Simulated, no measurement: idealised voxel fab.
The name of this process module is voxel trench capacitor.
Section cut is 165 nm wide and gridded with 5 nm square cells.
A cross-section is written here as square cells arranged in a grid, and it is given in bands from the top down, each band taking up one or more rows of cells. First you get the band's top height and its bottom height, in nm, and then the materials it's made of, left to right, with each width in nm. If you see a single material with "edge to edge", that one covers the band edge to edge. "air" is empty space. Heights from 0 (as-received wafer is one material below). Bottom band endless downward, as "top 0, no bottom". Width: "30..40" (first number = top row, second number = bottom row, same change from row to row of cells). "stayed the same" after a step means that no cell of the cross-section changed. Empty spaces counting at least 8 cells and having no open way to the top are listed in "Cavities, closed". The notation width x height at distance is used for each, the distance being from the left edge and all three values in nm. Whatever follows a step's settings on its line is a remark the simulator itself makes about that step. On any step carrying a mask, the "overlay nm" setting, if present on the step's line, tells how far right of its planned place the mask lay; negative values point to the left.

Below is the list of planned process steps
| 1 | RECEIVE, material Si |
| 2 | CONFORMAL_DEP, material SiN, thk nm 10 |
| 3 | MASKED_ETCH, tone open, mask id TRENCH, width nm 30, pitch nm 60, etch materials SiN, depth nm 10, overlay nm 0 |
| 4 | MASKED_ETCH, tone open, mask id TRENCH, width nm 30, pitch nm 60, etch materials Si, depth nm 35, overlay nm 0 |
| 5 | CONFORMAL_DEP, material Al2O3, thk nm 5 |
| 6 | CONFORMAL_DEP, material TiN, thk nm 5 |
| 7 | FILL_DEP, material W, thk nm 10 |
| 8 | CMP, height nm 10 |

The first wafer of two, processed as planned

Received-state cross-section, reflecting completion of step 1
    top 0, no bottom | Si edge to edge
    Cavities, closed: none

The wafer in cross-section once step 2 is complete
    top 10, bottom 0 | SiN edge to edge
    Below a height of 0, the structure has not been altered.

The wafer in cross-section once step 3 is complete
    top 10, bottom 0 | 35 SiN; 30 air; 30 SiN; 30 air; 40 SiN
    Below a height of 0, the structure has not been altered.

The wafer in cross-section once step 4 is complete
    top 10, bottom 0 | 35 SiN; 30 air; 30 SiN; 30 air; 40 SiN
    top 0, bottom -35 | 35 Si; 30 air; 30 Si; 30 air; 40 Si
    Below a height of -35, the structure has not been altered.

The wafer in cross-section once step 5 is complete
    top 15, bottom 10 | 40 Al2O3; 20 air; 40 Al2O3; 20 air; 45 Al2O3
    top 10, bottom 0 | 35 SiN; 5 Al2O3; 20 air; 5 Al2O3; 30 SiN; 5 Al2O3; 20 air; 5 Al2O3; 40 SiN
    top 0, bottom -30 | 35 Si; 5 Al2O3; 20 air; 5 Al2O3; 30 Si; 5 Al2O3; 20 air; 5 Al2O3; 40 Si
    top -30, bottom -35 | 35 Si; 30 Al2O3; 30 Si; 30 Al2O3; 40 Si
    Below a height of -35, the structure has not been altered.

The wafer in cross-section once step 6 is complete
    top 20, bottom 15 | 45 TiN; 10 air; 50 TiN; 10 air; 50 TiN
    top 15, bottom 10 | 40 Al2O3; 5 TiN; 10 air; 5 TiN; 40 Al2O3; 5 TiN; 10 air; 5 TiN; 45 Al2O3
    top 10, bottom 0 | 35 SiN; 5 Al2O3; 5 TiN; 10 air; 5 TiN; 5 Al2O3; 30 SiN; 5 Al2O3; 5 TiN; 10 air; 5 TiN; 5 Al2O3; 40 SiN
    top 0, bottom -25 | 35 Si; 5 Al2O3; 5 TiN; 10 air; 5 TiN; 5 Al2O3; 30 Si; 5 Al2O3; 5 TiN; 10 air; 5 TiN; 5 Al2O3; 40 Si
    top -25, bottom -30 | 35 Si; 5 Al2O3; 20 TiN; 5 Al2O3; 30 Si; 5 Al2O3; 20 TiN; 5 Al2O3; 40 Si
    Below a height of -30, the structure has not been altered.

The wafer in cross-section once step 7 is complete
    top 30, bottom 20 | W edge to edge
    top 20, bottom 15 | 45 TiN; 10 W; 50 TiN; 10 W; 50 TiN
    top 15, bottom 10 | 40 Al2O3; 5 TiN; 10 W; 5 TiN; 40 Al2O3; 5 TiN; 10 W; 5 TiN; 45 Al2O3
    top 10, bottom 0 | 35 SiN; 5 Al2O3; 5 TiN; 10 W; 5 TiN; 5 Al2O3; 30 SiN; 5 Al2O3; 5 TiN; 10 W; 5 TiN; 5 Al2O3; 40 SiN
    top 0, bottom -25 | 35 Si; 5 Al2O3; 5 TiN; 10 W; 5 TiN; 5 Al2O3; 30 Si; 5 Al2O3; 5 TiN; 10 W; 5 TiN; 5 Al2O3; 40 Si
    Below a height of -25, the structure has not been altered.

The wafer in cross-section once step 8 is complete
    top 10, bottom 0 | 35 SiN; 5 Al2O3; 5 TiN; 10 W; 5 TiN; 5 Al2O3; 30 SiN; 5 Al2O3; 5 TiN; 10 W; 5 TiN; 5 Al2O3; 40 SiN
    Below a height of 0, the structure has not been altered.

The second wafer was prepared from the same starting point and under the same plan as the first; its processing contained one mistake, and it remains indistinguishable from the first wafer up to and including step 2

Cross-sectional view of the second wafer at the intended end time of process step 3
    top 10, bottom 0 | 35 air; 30 SiN; 30 air; 30 SiN; 40 air
    Below a height of 0, the structure has not been altered.

Cross-sectional view of the second wafer at the intended end time of process step 4: stayed the same

Cross-sectional view of the second wafer at the intended end time of process step 5
    top 15, bottom 10 | 30 air; 40 Al2O3; 20 air; 40 Al2O3; 35 air
    top 10, bottom 5 | 30 air; 5 Al2O3; 30 SiN; 5 Al2O3; 20 air; 5 Al2O3; 30 SiN; 5 Al2O3; 35 air
    top 5, bottom 0 | 35 Al2O3; 30 SiN; 30 Al2O3; 30 SiN; 40 Al2O3
    Below a height of 0, the structure has not been altered.

Cross-sectional view of the second wafer at the intended end time of process step 6
    top 20, bottom 15 | 25 air; 50 TiN; 10 air; 50 TiN; 30 air
    top 15, bottom 10 | 25 air; 5 TiN; 40 Al2O3; 5 TiN; 10 air; 5 TiN; 40 Al2O3; 5 TiN; 30 air
    top 10, bottom 5 | 30 TiN; 5 Al2O3; 30 SiN; 5 Al2O3; 20 TiN; 5 Al2O3; 30 SiN; 5 Al2O3; 35 TiN
    Below a height of 5, the structure has not been altered.

Cross-sectional view of the second wafer at the intended end time of process step 7
    top 30, bottom 20 | W edge to edge
    top 20, bottom 15 | 25 W; 50 TiN; 10 W; 50 TiN; 30 W
    top 15, bottom 10 | 25 W; 5 TiN; 40 Al2O3; 5 TiN; 10 W; 5 TiN; 40 Al2O3; 5 TiN; 30 W
    Below a height of 10, the structure has not been altered.

Cross-sectional view of the second wafer at the intended end time of process step 8
    top 10, bottom 5 | 30 TiN; 5 Al2O3; 30 SiN; 5 Al2O3; 20 TiN; 5 Al2O3; 30 SiN; 5 Al2O3; 35 TiN
    Below a height of 5, the structure has not been altered.
what went wrong: step 3 ran differently from the plan; actual operation with settings: MASKED_ETCH, tone cover, mask id TRENCH, width nm 30, pitch nm 60, etch materials SiN, depth nm 10, overlay nm 0
Count the cells at the end and the second wafer has more or fewer of some materials than the first: Al2O3 -19; Si +84; SiN -18; TiN -19; W -28
